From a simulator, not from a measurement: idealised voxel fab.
You're looking at the process module voxel transistor to metal.
Xsec cut, 190 nm wide, square cell size 5 nm.
Just so we're on the same page, the cross-sections are grids of square cells, and they're listed out in bands top to bottom, each band one or more rows deep.
Each band's line starts with the height of the band's top and of its bottom, in nm. Then come its materials from left to right, each with its width in nm. One material with "everywhere" fills the band from edge to edge. "air" is empty space.
Heads up on the height convention: 0 is the point under which the incoming wafer is all one material, and the lowest band has no bottom, it just keeps going down, like "0 -> down".
Width spec "30..40" -> top row of cells at first value, bottom row at second value, equal per-row change in between.
You'll sometimes find "nothing altered" written for a step, and that's the way of saying that nowhere in the cross-section did a cell change during that step.
Entry "Enclosed void list" = empty spaces >= 8 cells with no open way to the top; each as width x height at distance, distance from left edge, all nm.
Post-settings text on a step line: simulator's own remark regarding the step.
overlay nm: for a step with a mask, the amount by which the mask lay right of where it was planned; a negative amount means left of it.
Reading key. Pairs: pre-step and post-step cross-section, one process step apart; post-step view only to lowest changed band. Step between + settings: beneath pair. Runs: pairs may be from different runs of this module, same starting wafer. Continuation from pair above: only where "Before processing step" entry says.

### Before processing step
> 0 -> down  Si everywhere
> Enclosed void list: none

### After the Step
> 0 -> -5  SiO2 everywhere
> Lower than -5, everything is as it was.
> Enclosed void list: none
To go from the before cross-section above to the after cross-section, apply OXIDIZE [depth nm 5]

Before processing step: refer to the pair immediately above; the cross-section shown after its step is the state before this one.

### After the Step
> 10 -> 0  SiN everywhere
> Lower than 0, everything is as it was.
> Enclosed void list: none
To go from the before cross-section above to the after cross-section, apply CONFORMAL_DEP [material SiN] [thk nm 10]

Before processing step: refer to the pair immediately above; the cross-section shown after its step is the state before this one.

### After the Step
> 10 -> 0  air 30, SiN 125, air 35
> Lower than 0, everything is as it was.
> Enclosed void list: none
To go from the before cross-section above to the after cross-section, apply MASKED_ETCH [tone cover] [mask id ACTIVE] [width nm 125] [etch materials SiN] [depth nm 10] [overlay nm 0]

Before processing step: refer to the pair immediately above; the cross-section shown after its step is the state before this one.

### After the Step
> 10 -> 0  air 30, SiN 125, air 35
> 0 -> -5  air 30, SiO2 125, air 35
> Lower than -5, everything is as it was.
> Enclosed void list: none
To go from the before cross-section above to the after cross-section, apply MASKED_ETCH [tone cover] [mask id ACTIVE] [width nm 125] [etch materials SiO2] [depth nm 5] [overlay nm 0]

Before processing step: refer to the pair immediately above; the cross-section shown after its step is the state before this one.

### After the Step
> 10 -> 0  air 30, SiN 125, air 35
> 0 -> -5  air 30, SiO2 125, air 35
> -5 -> -25  air 30, Si 125, air 35
> Lower than -25, everything is as it was.
> Enclosed void list: none
To go from the before cross-section above to the after cross-section, apply MASKED_ETCH [tone cover] [mask id ACTIVE] [width nm 125] [etch materials Si] [depth nm 20] [overlay nm 0]

Before processing step: refer to the pair immediately above; the cross-section shown after its step is the state before this one.

### After the Step
> 10 -> 0  air 30, SiN 125, air 35
> 0 -> -5  air 30, SiO2 125, air 35
> -5 -> -25  air 30, SiO2 5, Si 115, SiO2 5, air 35
> -25 -> -30  SiO2 35, Si 115, SiO2 40
> Lower than -30, everything is as it was.
> Enclosed void list: none
To go from the before cross-section above to the after cross-section, apply OXIDIZE [depth nm 5]

Before processing step: refer to the pair immediately above; the cross-section shown after its step is the state before this one.

### After the Step
> 15 -> 10  SiO2 everywhere
> 10 -> 0  SiO2 30, SiN 125, SiO2 35
> 0 -> -5  SiO2 everywhere
> -5 -> -30  SiO2 35, Si 115, SiO2 40
> Lower than -30, everything is as it was.
> Enclosed void list: none
To go from the before cross-section above to the after cross-section, apply FILL_DEP [material SiO2] [thk nm 5]

Before processing step: refer to the pair immediately above; the cross-section shown after its step is the state before this one.

### After the Step
> 10 -> 0  SiO2 30, SiN 125, SiO2 35
> Lower than 0, everything is as it was.
> Enclosed void list: none
To go from the before cross-section above to the after cross-section, apply CMP [height nm 10]

Before processing step: refer to the pair immediately above; the cross-section shown after its step is the state before this one.

### After the Step
> 10 -> 5  air 30, SiN 125, air 35
> Lower than 5, everything is as it was.
> Enclosed void list: none
To go from the before cross-section above to the after cross-section, apply SELECTIVE_ETCH [etch materials SiO2] [depth nm 5]

Before processing step: refer to the pair immediately above; the cross-section shown after its step is the state before this one.

### After the Step
> 5 -> 0  SiO2 30, air 125, SiO2 35
> Lower than 0, everything is as it was.
> Enclosed void list: none
To go from the before cross-section above to the after cross-section, apply STRIP [etch materials SiN]

Before processing step: refer to the pair immediately above; the cross-section shown after its step is the state before this one.

### After the Step
> 0 -> -5  SiO2 25, air 135, SiO2 30
> Lower than -5, everything is as it was.
> Enclosed void list: none
To go from the before cross-section above to the after cross-section, apply SELECTIVE_ETCH [etch materials SiO2] [depth nm 5]

Before processing step: refer to the pair immediately above; the cross-section shown after its step is the state before this one.

### After the Step
> 0 -> -5  SiO2 25, air 135, SiO2 30
> -5 -> -10  SiO2 everywhere
> Lower than -10, everything is as it was.
> Enclosed void list: none
To go from the before cross-section above to the after cross-section, apply OXIDIZE [depth nm 5]

Before processing step: refer to the pair immediately above; the cross-section shown after its step is the state before this one.

### After the Step
> 30 -> 25  polySi 25, air 135, polySi 30
> 25 -> 0  polySi everywhere
> 0 -> -5  SiO2 25, polySi 135, SiO2 30
> Lower than -5, everything is as it was.
> Enclosed void list: none
To go from the before cross-section above to the after cross-section, apply DIRECTIONAL_DEP [material polySi] [thk nm 30]

Before processing step: refer to the pair immediately above; the cross-section shown after its step is the state before this one.

### After the Step
> 40 -> 35  SiCN 25, air 135, SiCN 30
> 35 -> 30  SiCN everywhere
> 30 -> 25  polySi 25, SiCN 135, polySi 30
> Lower than 25, everything is as it was.
> Enclosed void list: none
To go from the before cross-section above to the after cross-section, apply DIRECTIONAL_DEP [material SiCN] [thk nm 10]

Before processing step: refer to the pair immediately above; the cross-section shown after its step is the state before this one.

### After the Step
> 35 -> 30  air 75, SiCN 35, air 80
> 30 -> 25  polySi 25, air 50, SiCN 35, air 50, polySi 30
> Lower than 25, everything is as it was.
> Enclosed void list: none
To go from the before cross-section above to the after cross-section, apply MASKED_ETCH [tone cover] [mask id GATE] [width nm 35] [etch materials SiCN] [depth nm 20] [overlay nm 0]

Before processing step: refer to the pair immediately above; the cross-section shown after its step is the state before this one.

### After the Step
> 35 -> 25  air 75, SiCN 35, air 80
> 25 -> 0  air 75, polySi 35, air 80
> 0 -> -5  SiO2 25, air 50, polySi 35, air 50, SiO2 30
> Lower than -5, everything is as it was.
> Enclosed void list: none
To go from the before cross-section above to the after cross-section, apply MASKED_ETCH [tone cover] [mask id GATE] [width nm 35] [etch materials polySi] [depth nm 40] [overlay nm 0]

Before processing step: refer to the pair immediately above; the cross-section shown after its step is the state before this one.

### After the Step
> 40 -> 35  air 70, SiN 45, air 75
> 35 -> 25  air 70, SiN 5, SiCN 35, SiN 5, air 75
> 25 -> 5  air 70, SiN 5, polySi 35, SiN 5, air 75
> 5 -> 0  SiN 30, air 40, SiN 5, polySi 35, SiN 5, air 40, SiN 35
> 0 -> -5  SiO2 25, SiN 50, polySi 35, SiN 50, SiO2 30
> Lower than -5, everything is as it was.
> Enclosed void list: none
To go from the before cross-section above to the after cross-section, apply CONFORMAL_DEP [material SiN] [thk nm 5]

Before processing step: refer to the pair immediately above; the cross-section shown after its step is the state before this one.

### After the Step
> 35 -> 25  air 70, SiN 5, SiCN 35, SiN 5, air 75
> 25 -> 0  air 70, SiN 5, polySi 35, SiN 5, air 75
> 0 -> -5  SiO2 25, SiN 5, air 40, SiN 5, polySi 35, SiN 5, air 40, SiN 5, SiO2 30
> Lower than -5, everything is as it was.
> Enclosed void list: none
To go from the before cross-section above to the after cross-section, apply DIRECTIONAL_ETCH [etch materials SiN] [depth nm 5]

Before processing step: refer to the pair immediately above; the cross-section shown after its step is the state before this one.

### After the Step
> 35 -> 25  air 70, SiN 5, SiCN 35, SiN 5, air 75
> 25 -> 0  air 70, SiN 5, polySi 35, SiN 5, air 75
> 0 -> -5  air 25, SiN 5, air 40, SiN 5, polySi 35, SiN 5, air 40, SiN 5, air 30
> -5 -> -10  SiO2 30, air 40, SiO2 45, air 40, SiO2 35
> Lower than -10, everything is as it was.
> Enclosed void list: none
To go from the before cross-section above to the after cross-section, apply DIRECTIONAL_ETCH [etch materials SiO2] [depth nm 5]

Before processing step: refer to the pair immediately above; the cross-section shown after its step is the state before this one.

### After the Step
> 35 -> 25  air 70, SiN 5, SiCN 35, SiN 5, air 75
> 25 -> 0  air 70, SiN 5, polySi 35, SiN 5, air 75
> 0 -> -5  air 25, SiN 5, air 40, SiN 5, polySi 35, SiN 5, air 40, SiN 5, air 30
> -5 -> -10  SiO2 30, pSi 40, SiO2 45, pSi 40, SiO2 35
> Lower than -10, everything is as it was.
> Enclosed void list: none
To go from the before cross-section above to the after cross-section, apply EPI [material pSi] [thk nm 5]

Before processing step: refer to the pair immediately above; the cross-section shown after its step is the state before this one.

### After the Step
> 45 -> 35  SiO2 everywhere
> 35 -> 25  SiO2 70, SiN 5, SiCN 35, SiN 5, SiO2 75
> 25 -> 0  SiO2 70, SiN 5, polySi 35, SiN 5, SiO2 75
> 0 -> -5  SiO2 25, SiN 5, SiO2 40, SiN 5, polySi 35, SiN 5, SiO2 40, SiN 5, SiO2 30
> Lower than -5, everything is as it was.
> Enclosed void list: none
To go from the before cross-section above to the after cross-section, apply FILL_DEP [material SiO2] [thk nm 10]

Before processing step: refer to the pair immediately above; the cross-section shown after its step is the state before this one.

### After the Step
> 25 -> 0  SiO2 70, SiN 5, polySi 35, SiN 5, SiO2 75
> Lower than 0, everything is as it was.
> Enclosed void list: none
To go from the before cross-section above to the after cross-section, apply CMP [height nm 25]

Before processing step: refer to the pair immediately above; the cross-section shown after its step is the state before this one.

### After the Step
> 25 -> 0  SiO2 70, SiN 5, air 35, SiN 5, SiO2 75
> 0 -> -5  SiO2 25, SiN 5, SiO2 40, SiN 5, air 35, SiN 5, SiO2 40, SiN 5, SiO2 30
> Lower than -5, everything is as it was.
> Enclosed void list: none
To go from the before cross-section above to the after cross-section, apply STRIP [etch materials polySi]

Before processing step: refer to the pair immediately above; the cross-section shown after its step is the state before this one.

### After the Step
> 25 -> 20  air 70, SiN 5, air 35, SiN 5, air 75
> 20 -> 0  SiO2 70, SiN 5, air 35, SiN 5, SiO2 75
> 0 -> -5  SiO2 25, SiN 5, SiO2 40, SiN 5, air 35, SiN 5, SiO2 40, SiN 5, SiO2 30
> -5 -> -10  SiO2 30, pSi 40, air 45, pSi 40, SiO2 35
> Lower than -10, everything is as it was.
> Enclosed void list: none
To go from the before cross-section above to the after cross-section, apply SELECTIVE_ETCH [etch materials SiO2] [depth nm 5]

Before processing step: refer to the pair immediately above; the cross-section shown after its step is the state before this one.

### After the Step
> 30 -> 25  air 65, HfO2 15, air 25, HfO2 15, air 70
> 25 -> 20  HfO2 70, SiN 5, HfO2 5, air 25, HfO2 5, SiN 5, HfO2 75
> 20 -> 0  SiO2 70, SiN 5, HfO2 5, air 25, HfO2 5, SiN 5, SiO2 75
> 0 -> -5  SiO2 25, SiN 5, SiO2 40, SiN 5, HfO2 5, air 25, HfO2 5, SiN 5, SiO2 40, SiN 5, SiO2 30
> -5 -> -10  SiO2 30, pSi 40, HfO2 45, pSi 40, SiO2 35
> Lower than -10, everything is as it was.
> Enclosed void list: none
To go from the before cross-section above to the after cross-section, apply CONFORMAL_DEP [material HfO2] [thk nm 5]

Before processing step: refer to the pair immediately above; the cross-section shown after its step is the state before this one.

### After the Step
> 35 -> 30  air 60, TiN 25, air 15, TiN 25, air 65
> 30 -> 25  TiN 65, HfO2 15, TiN 5, air 15, TiN 5, HfO2 15, TiN 70
> 25 -> 20  HfO2 70, SiN 5, HfO2 5, TiN 5, air 15, TiN 5, HfO2 5, SiN 5, HfO2 75
> 20 -> 0  SiO2 70, SiN 5, HfO2 5, TiN 5, air 15, TiN 5, HfO2 5, SiN 5, SiO2 75
> 0 -> -5  SiO2 25, SiN 5, SiO2 40, SiN 5, HfO2 5, TiN 25, HfO2 5, SiN 5, SiO2 40, SiN 5, SiO2 30
> Lower than -5, everything is as it was.
> Enclosed void list: none
To go from the before cross-section above to the after cross-section, apply CONFORMAL_DEP [material TiN] [thk nm 5]

Before processing step: refer to the pair immediately above; the cross-section shown after its step is the state before this one.

### After the Step
> 40 -> 35  W everywhere
> 35 -> 30  W 60, TiN 25, W 15, TiN 25, W 65
> 30 -> 25  TiN 65, HfO2 15, TiN 5, W 15, TiN 5, HfO2 15, TiN 70
> 25 -> 20  HfO2 70, SiN 5, HfO2 5, TiN 5, W 15, TiN 5, HfO2 5, SiN 5, HfO2 75
> 20 -> 0  SiO2 70, SiN 5, HfO2 5, TiN 5, W 15, TiN 5, HfO2 5, SiN 5, SiO2 75
> Lower than 0, everything is as it was.
> Enclosed void list: none
To go from the before cross-section above to the after cross-section, apply FILL_DEP [material W] [thk nm 5]

Before processing step: refer to the pair immediately above; the cross-section shown after its step is the state before this one.

### After the Step
> 20 -> 0  SiO2 70, SiN 5, HfO2 5, TiN 5, W 15, TiN 5, HfO2 5, SiN 5, SiO2 75
> Lower than 0, everything is as it was.
> Enclosed void list: none
To go from the before cross-section above to the after cross-section, apply CMP [height nm 20]

Before processing step: refer to the pair immediately above; the cross-section shown after its step is the state before this one.

### After the Step
> 30 -> 20  SiO2 everywhere
> Lower than 20, everything is as it was.
> Enclosed void list: none
To go from the before cross-section above to the after cross-section, apply DIRECTIONAL_DEP [material SiO2] [thk nm 10]

Before processing step: refer to the pair immediately above; the cross-section shown after its step is the state before this one.

### After the Step
> 30 -> 20  SiO2 40, air 20, SiO2 65, air 20, SiO2 45
> 20 -> 0  SiO2 40, air 20, SiO2 10, SiN 5, HfO2 5, TiN 5, W 15, TiN 5, HfO2 5, SiN 5, SiO2 10, air 20, SiO2 45
> 0 -> -5  SiO2 25, SiN 5, SiO2 10, air 20, SiO2 10, SiN 5, HfO2 5, TiN 25, HfO2 5, SiN 5, SiO2 10, air 20, SiO2 10, SiN 5, SiO2 30
> Lower than -5, everything is as it was.
> Enclosed void list: none
To go from the before cross-section above to the after cross-section, apply MASKED_ETCH [tone open] [mask id CONTACT] [width nm 20] [pitch nm 85] [etch materials SiO2] [depth nm 35] [overlay nm 0]

Before processing step: refer to the pair immediately above; the cross-section shown after its step is the state before this one.

### After the Step
> 35 -> 30  TiN 45, air 10, TiN 75, air 10, TiN 50
> 30 -> 20  SiO2 40, TiN 5, air 10, TiN 5, SiO2 65, TiN 5, air 10, TiN 5, SiO2 45
> 20 -> 0  SiO2 40, TiN 5, air 10, TiN 5, SiO2 10, SiN 5, HfO2 5, TiN 5, W 15, TiN 5, HfO2 5, SiN 5, SiO2 10, TiN 5, air 10, TiN 5, SiO2 45
> 0 -> -5  SiO2 25, SiN 5, SiO2 10, TiN 20, SiO2 10, SiN 5, HfO2 5, TiN 25, HfO2 5, SiN 5, SiO2 10, TiN 20, SiO2 10, SiN 5, SiO2 30
> Lower than -5, everything is as it was.
> Enclosed void list: none
To go from the before cross-section above to the after cross-section, apply CONFORMAL_DEP [material TiN] [thk nm 5]

Before processing step: refer to the pair immediately above; the cross-section shown after its step is the state before this one.

### After the Step
> 40 -> 35  Ru everywhere
> 35 -> 30  TiN 45, Ru 10, TiN 75, Ru 10, TiN 50
> 30 -> 20  SiO2 40, TiN 5, Ru 10, TiN 5, SiO2 65, TiN 5, Ru 10, TiN 5, SiO2 45
> 20 -> 0  SiO2 40, TiN 5, Ru 10, TiN 5, SiO2 10, SiN 5, HfO2 5, TiN 5, W 15, TiN 5, HfO2 5, SiN 5, SiO2 10, TiN 5, Ru 10, TiN 5, SiO2 45
> Lower than 0, everything is as it was.
> Enclosed void list: none
To go from the before cross-section above to the after cross-section, apply FILL_DEP [material Ru] [thk nm 5]

Before processing step: refer to the pair immediately above; the cross-section shown after its step is the state before this one.

### After the Step
> 30 -> 20  SiO2 40, TiN 5, Ru 10, TiN 5, SiO2 65, TiN 5, Ru 10, TiN 5, SiO2 45
> Lower than 20, everything is as it was.
> Enclosed void list: none
To go from the before cross-section above to the after cross-section, apply CMP [height nm 30]

Before processing step: refer to the pair immediately above; the cross-section shown after its step is the state before this one.

### After the Step
> 35 -> 30  SiCN everywhere
> Lower than 30, everything is as it was.
> Enclosed void list: none
To go from the before cross-section above to the after cross-section, apply CONFORMAL_DEP [material SiCN] [thk nm 5]

Before processing step: refer to the pair immediately above; the cross-section shown after its step is the state before this one.

### After the Step
> 60 -> 35  SiO2 everywhere
> Lower than 35, everything is as it was.
> Enclosed void list: none
To go from the before cross-section above to the after cross-section, apply DIRECTIONAL_DEP [material SiO2] [thk nm 25]

Before processing step: refer to the pair immediately above; the cross-section shown after its step is the state before this one.

### After the Step
> 75 -> 60  resist 40, air 20, resist 65, air 20, resist 45
> Lower than 60, everything is as it was.
> Enclosed void list: none
To go from the before cross-section above to the after cross-section, apply PATTERN [tone open] [mask id METAL_1] [material resist] [width nm 20] [pitch nm 85] [thk nm 15] [overlay nm 0]

Before processing step: refer to the pair immediately above; the cross-section shown after its step is the state before this one.

### After the Step
> 75 -> 60  resist 40, air 20, resist 65, air 20, resist 45
> 60 -> 35  SiO2 40, air 20, SiO2 65, air 20, SiO2 45
> Lower than 35, everything is as it was.
> Enclosed void list: none
To go from the before cross-section above to the after cross-section, apply DIRECTIONAL_ETCH [etch materials SiO2] [depth nm 25]

Before processing step: refer to the pair immediately above; the cross-section shown after its step is the state before this one.

### After the Step
> 75 -> 60  resist 40, air 20, resist 65, air 20, resist 45
> 60 -> 35  SiO2 40, air 20, SiO2 65, air 20, SiO2 45
> 35 -> 30  SiCN 40, air 20, SiCN 65, air 20, SiCN 45
> Lower than 30, everything is as it was.
> Enclosed void list: none
To go from the before cross-section above to the after cross-section, apply DIRECTIONAL_ETCH [etch materials SiCN] [depth nm 5]

Before processing step: refer to the pair immediately above; the cross-section shown after its step is the state before this one.

### After the Step
> 60 -> 35  SiO2 40, air 20, SiO2 65, air 20, SiO2 45
> Lower than 35, everything is as it was.
> Enclosed void list: none
To go from the before cross-section above to the after cross-section, apply STRIP [etch materials resist]

Before processing step: refer to the pair immediately above; the cross-section shown after its step is the state before this one.

### After the Step
> 65 -> 60  TiN 45, air 10, TiN 75, air 10, TiN 50
> 60 -> 35  SiO2 40, TiN 5, air 10, TiN 5, SiO2 65, TiN 5, air 10, TiN 5, SiO2 45
> 35 -> 30  SiCN 40, TiN 20, SiCN 65, TiN 20, SiCN 45
> Lower than 30, everything is as it was.
> Enclosed void list: none
To go from the before cross-section above to the after cross-section, apply CONFORMAL_DEP [material TiN] [thk nm 5]

Before processing step: refer to the pair immediately above; the cross-section shown after its step is the state before this one.

### After the Step
> 70 -> 65  Cu everywhere
> 65 -> 60  TiN 45, Cu 10, TiN 75, Cu 10, TiN 50
> 60 -> 35  SiO2 40, TiN 5, Cu 10, TiN 5, SiO2 65, TiN 5, Cu 10, TiN 5, SiO2 45
> Lower than 35, everything is as it was.
> Enclosed void list: none
To go from the before cross-section above to the after cross-section, apply FILL_DEP [material Cu] [thk nm 5]

Before processing step: refer to the pair immediately above; the cross-section shown after its step is the state before this one.

### After the Step
> 60 -> 35  SiO2 40, TiN 5, Cu 10, TiN 5, SiO2 65, TiN 5, Cu 10, TiN 5, SiO2 45
> Lower than 35, everything is as it was.
> Enclosed void list: none
To go from the before cross-section above to the after cross-section, apply CMP [height nm 60]

Before processing step: refer to the pair immediately above; the cross-section shown after its step is the state before this one.

### After the Step
> 65 -> 60  air 35, Ru 30, air 55, Ru 30, air 40
> Lower than 60, everything is as it was.
> Enclosed void list: none
To go from the before cross-section above to the after cross-section, apply EPI [material Ru] [thk nm 5]

Before processing step: refer to the pair immediately above; the cross-section shown after its step is the state before this one.

### After the Step
> 70 -> 65  SiCN everywhere
> 65 -> 60  SiCN 35, Ru 30, SiCN 55, Ru 30, SiCN 40
> Lower than 60, everything is as it was.
> Enclosed void list: none
To go from the before cross-section above to the after cross-section, apply FILL_DEP [material SiCN] [thk nm 5]

Before processing step: refer to the pair immediately above; the cross-section shown after its step is the state before this one.

### After the Step
> 100 -> 70  lowk everywhere
> Lower than 70, everything is as it was.
> Enclosed void list: none
To go from the before cross-section above to the after cross-section, apply DIRECTIONAL_DEP [material lowk] [thk nm 30]

Before processing step: refer to the pair immediately above; the cross-section shown after its step is the state before this one.

### After the Step
> 115 -> 100  resist 40, air 15, resist 70, air 15, resist 50
> Lower than 100, everything is as it was.
> Enclosed void list: none
To go from the before cross-section above to the after cross-section, apply PATTERN [tone open] [mask id METAL_2_HOLES] [material resist] [width nm 15] [pitch nm 85] [thk nm 15] [overlay nm 0]

Before processing step: refer to the pair immediately above; the cross-section shown after its step is the state before this one.

### After the Step
> 115 -> 100  resist 40, air 15, resist 70, air 15, resist 50
> 100 -> 70  lowk 40, air 15, lowk 70, air 15, lowk 50
> Lower than 70, everything is as it was.
> Enclosed void list: none
To go from the before cross-section above to the after cross-section, apply DIRECTIONAL_ETCH [etch materials lowk] [depth nm 30]

Before processing step: refer to the pair immediately above; the cross-section shown after its step is the state before this one.

### After the Step
> 100 -> 70  lowk 40, air 15, lowk 70, air 15, lowk 50
> Lower than 70, everything is as it was.
> Enclosed void list: none
To go from the before cross-section above to the after cross-section, apply STRIP [etch materials resist]

Before processing step: refer to the pair immediately above; the cross-section shown after its step is the state before this one.

### After the Step
> 115 -> 100  resist 40, air 20, resist 65, air 20, resist 45
> Lower than 100, everything is as it was.
> Enclosed void list: none
To go from the before cross-section above to the after cross-section, apply PATTERN [tone open] [mask id METAL_2] [material resist] [width nm 20] [pitch nm 85] [thk nm 15] [overlay nm 0]

Before processing step: refer to the pair immediately above; the cross-section shown after its step is the state before this one.

### After the Step
> 115 -> 100  resist 40, air 20, resist 65, air 20, resist 45
> 100 -> 80  lowk 40, air 20, lowk 65, air 20, lowk 45
> Lower than 80, everything is as it was.
> Enclosed void list: none
To go from the before cross-section above to the after cross-section, apply DIRECTIONAL_ETCH [etch materials lowk] [depth nm 20]

Before processing step: refer to the pair immediately above; the cross-section shown after its step is the state before this one.

### After the Step
> 115 -> 100  resist 40, air 20, resist 65, air 20, resist 45
> 100 -> 80  lowk 40, air 20, lowk 65, air 20, lowk 45
> 80 -> 70  lowk 40, air 15, lowk 70, air 15, lowk 50
> 70 -> 65  SiCN 40, air 15, SiCN 70, air 15, SiCN 50
> Lower than 65, everything is as it was.
> Enclosed void list: none
To go from the before cross-section above to the after cross-section, apply DIRECTIONAL_ETCH [etch materials SiCN] [depth nm 5]

Before processing step: refer to the pair immediately above; the cross-section shown after its step is the state before this one.

### After the Step
> 100 -> 80  lowk 40, air 20, lowk 65, air 20, lowk 45
> Lower than 80, everything is as it was.
> Enclosed void list: none
To go from the before cross-section above to the after cross-section, apply STRIP [etch materials resist]

Before processing step: refer to the pair immediately above; the cross-section shown after its step is the state before this one.

### After the Step
> 105 -> 100  TiN 45, air 10, TiN 75, air 10, TiN 50
> 100 -> 85  lowk 40, TiN 5, air 10, TiN 5, lowk 65, TiN 5, air 10, TiN 5, lowk 45
> 85 -> 80  lowk 40, TiN 5, air 5, TiN 10, lowk 65, TiN 5, air 5, TiN 10, lowk 45
> 80 -> 70  lowk 40, TiN 5, air 5, TiN 5, lowk 70, TiN 5, air 5, TiN 5, lowk 50
> 70 -> 65  SiCN 40, TiN 15, SiCN 70, TiN 15, SiCN 50
> Lower than 65, everything is as it was.
> Enclosed void list: none
To go from the before cross-section above to the after cross-section, apply CONFORMAL_DEP [material TiN] [thk nm 5]

Before processing step: refer to the pair immediately above; the cross-section shown after its step is the state before this one.

### After the Step
> 110 -> 105  Cu everywhere
> 105 -> 100  TiN 45, Cu 10, TiN 75, Cu 10, TiN 50
> 100 -> 85  lowk 40, TiN 5, Cu 10, TiN 5, lowk 65, TiN 5, Cu 10, TiN 5, lowk 45
> 85 -> 80  lowk 40, TiN 5, Cu 5, TiN 10, lowk 65, TiN 5, Cu 5, TiN 10, lowk 45
> 80 -> 70  lowk 40, TiN 5, Cu 5, TiN 5, lowk 70, TiN 5, Cu 5, TiN 5, lowk 50
> Lower than 70, everything is as it was.
> Enclosed void list: none
To go from the before cross-section above to the after cross-section, apply FILL_DEP [material Cu] [thk nm 5]

Before processing step: refer to the pair immediately above; the cross-section shown after its step is the state before this one.

### After the Step
> 100 -> 85  lowk 40, TiN 5, Cu 10, TiN 5, lowk 65, TiN 5, Cu 10, TiN 5, lowk 45
> Lower than 85, everything is as it was.
> Enclosed void list: none
To go from the before cross-section above to the after cross-section, apply CMP [height nm 100]

Before processing step: refer to the pair immediately above; the cross-section shown after its step is the state before this one.

### After the Step
> 105 -> 100  SiN everywhere
> Lower than 100, everything is as it was.
> Enclosed void list: none
To go from the before cross-section above to the after cross-section, apply CONFORMAL_DEP [material SiN] [thk nm 5]

### Before processing step
> 25 -> 20  air 70, SiN 5, air 35, SiN 5, air 75
> 20 -> 0  SiO2 70, SiN 5, air 35, SiN 5, SiO2 75
> 0 -> -5  SiO2 25, SiN 5, SiO2 40, SiN 5, air 35, SiN 5, SiO2 40, SiN 5, SiO2 30
> -5 -> -10  SiO2 30, pSi 40, air 45, pSi 40, SiO2 35
> -10 -> -30  SiO2 35, Si 115, SiO2 40
> -30 -> down  Si everywhere
> Enclosed void list: none

### After the Step
> 30 -> 25  air 65, TiN 15, air 25, TiN 15, air 70
> 25 -> 20  TiN 70, SiN 5, TiN 5, air 25, TiN 5, SiN 5, TiN 75
> 20 -> 0  SiO2 70, SiN 5, TiN 5, air 25, TiN 5, SiN 5, SiO2 75
> 0 -> -5  SiO2 25, SiN 5, SiO2 40, SiN 5, TiN 5, air 25, TiN 5, SiN 5, SiO2 40, SiN 5, SiO2 30
> -5 -> -10  SiO2 30, pSi 40, TiN 45, pSi 40, SiO2 35
> Lower than -10, everything is as it was.
> Enclosed void list: none
To go from the before cross-section above to the after cross-section, apply CONFORMAL_DEP [material TiN] [thk nm 5]

Before processing step: refer to the pair immediately above; the cross-section shown after its step is the state before this one.

### After the Step
> 35 -> 30  W everywhere
> 30 -> 25  W 65, TiN 15, W 25, TiN 15, W 70
> 25 -> 20  TiN 70, SiN 5, TiN 5, W 25, TiN 5, SiN 5, TiN 75
> 20 -> 0  SiO2 70, SiN 5, TiN 5, W 25, TiN 5, SiN 5, SiO2 75
> 0 -> -5  SiO2 25, SiN 5, SiO2 40, SiN 5, TiN 5, W 25, TiN 5, SiN 5, SiO2 40, SiN 5, SiO2 30
> Lower than -5, everything is as it was.
> Enclosed void list: none
To go from the before cross-section above to the after cross-section, apply FILL_DEP [material W] [thk nm 5]

Before processing step: refer to the pair immediately above; the cross-section shown after its step is the state before this one.

### After the Step
> 20 -> 0  SiO2 70, SiN 5, TiN 5, W 25, TiN 5, SiN 5, SiO2 75
> Lower than 0, everything is as it was.
> Enclosed void list: none
To go from the before cross-section above to the after cross-section, apply CMP [height nm 20]

Before processing step: refer to the pair immediately above; the cross-section shown after its step is the state before this one.

### After the Step
> 30 -> 20  SiO2 everywhere
> Lower than 20, everything is as it was.
> Enclosed void list: none
To go from the before cross-section above to the after cross-section, apply DIRECTIONAL_DEP [material SiO2] [thk nm 10]

Before processing step: refer to the pair immediately above; the cross-section shown after its step is the state before this one.

### After the Step
> 30 -> 20  SiO2 40, air 20, SiO2 65, air 20, SiO2 45
> 20 -> 0  SiO2 40, air 20, SiO2 10, SiN 5, TiN 5, W 25, TiN 5, SiN 5, SiO2 10, air 20, SiO2 45
> 0 -> -5  SiO2 25, SiN 5, SiO2 10, air 20, SiO2 10, SiN 5, TiN 5, W 25, TiN 5, SiN 5, SiO2 10, air 20, SiO2 10, SiN 5, SiO2 30
> Lower than -5, everything is as it was.
> Enclosed void list: none
To go from the before cross-section above to the after cross-section, apply MASKED_ETCH [tone open] [mask id CONTACT] [width nm 20] [pitch nm 85] [etch materials SiO2] [depth nm 35] [overlay nm 0]

Before processing step: refer to the pair immediately above; the cross-section shown after its step is the state before this one.

### After the Step
> 35 -> 30  TiN 45, air 10, TiN 75, air 10, TiN 50
> 30 -> 20  SiO2 40, TiN 5, air 10, TiN 5, SiO2 65, TiN 5, air 10, TiN 5, SiO2 45
> 20 -> 0  SiO2 40, TiN 5, air 10, TiN 5, SiO2 10, SiN 5, TiN 5, W 25, TiN 5, SiN 5, SiO2 10, TiN 5, air 10, TiN 5, SiO2 45
> 0 -> -5  SiO2 25, SiN 5, SiO2 10, TiN 20, SiO2 10, SiN 5, TiN 5, W 25, TiN 5, SiN 5, SiO2 10, TiN 20, SiO2 10, SiN 5, SiO2 30
> Lower than -5, everything is as it was.
> Enclosed void list: none
To go from the before cross-section above to the after cross-section, apply CONFORMAL_DEP [material TiN] [thk nm 5]

Before processing step: refer to the pair immediately above; the cross-section shown after its step is the state before this one.

### After the Step
> 40 -> 35  Ru everywhere
> 35 -> 30  TiN 45, Ru 10, TiN 75, Ru 10, TiN 50
> 30 -> 20  SiO2 40, TiN 5, Ru 10, TiN 5, SiO2 65, TiN 5, Ru 10, TiN 5, SiO2 45
> 20 -> 0  SiO2 40, TiN 5, Ru 10, TiN 5, SiO2 10, SiN 5, TiN 5, W 25, TiN 5, SiN 5, SiO2 10, TiN 5, Ru 10, TiN 5, SiO2 45
> Lower than 0, everything is as it was.
> Enclosed void list: none
To go from the before cross-section above to the after cross-section, apply FILL_DEP [material Ru] [thk nm 5]

Before processing step: refer to the pair immediately above; the cross-section shown after its step is the state before this one.

### After the Step
> 30 -> 20  SiO2 40, TiN 5, Ru 10, TiN 5, SiO2 65, TiN 5, Ru 10, TiN 5, SiO2 45
> Lower than 20, everything is as it was.
> Enclosed void list: none
To go from the before cross-section above to the after cross-section, apply CMP [height nm 30]

Before processing step: refer to the pair immediately above; the cross-section shown after its step is the state before this one.

### After the Step
> 35 -> 30  SiCN everywhere
> Lower than 30, everything is as it was.
> Enclosed void list: none
To go from the before cross-section above to the after cross-section, apply CONFORMAL_DEP [material SiCN] [thk nm 5]

Before processing step: refer to the pair immediately above; the cross-section shown after its step is the state before this one.

### After the Step
> 60 -> 35  SiO2 everywhere
> Lower than 35, everything is as it was.
> Enclosed void list: none
To go from the before cross-section above to the after cross-section, apply DIRECTIONAL_DEP [material SiO2] [thk nm 25]
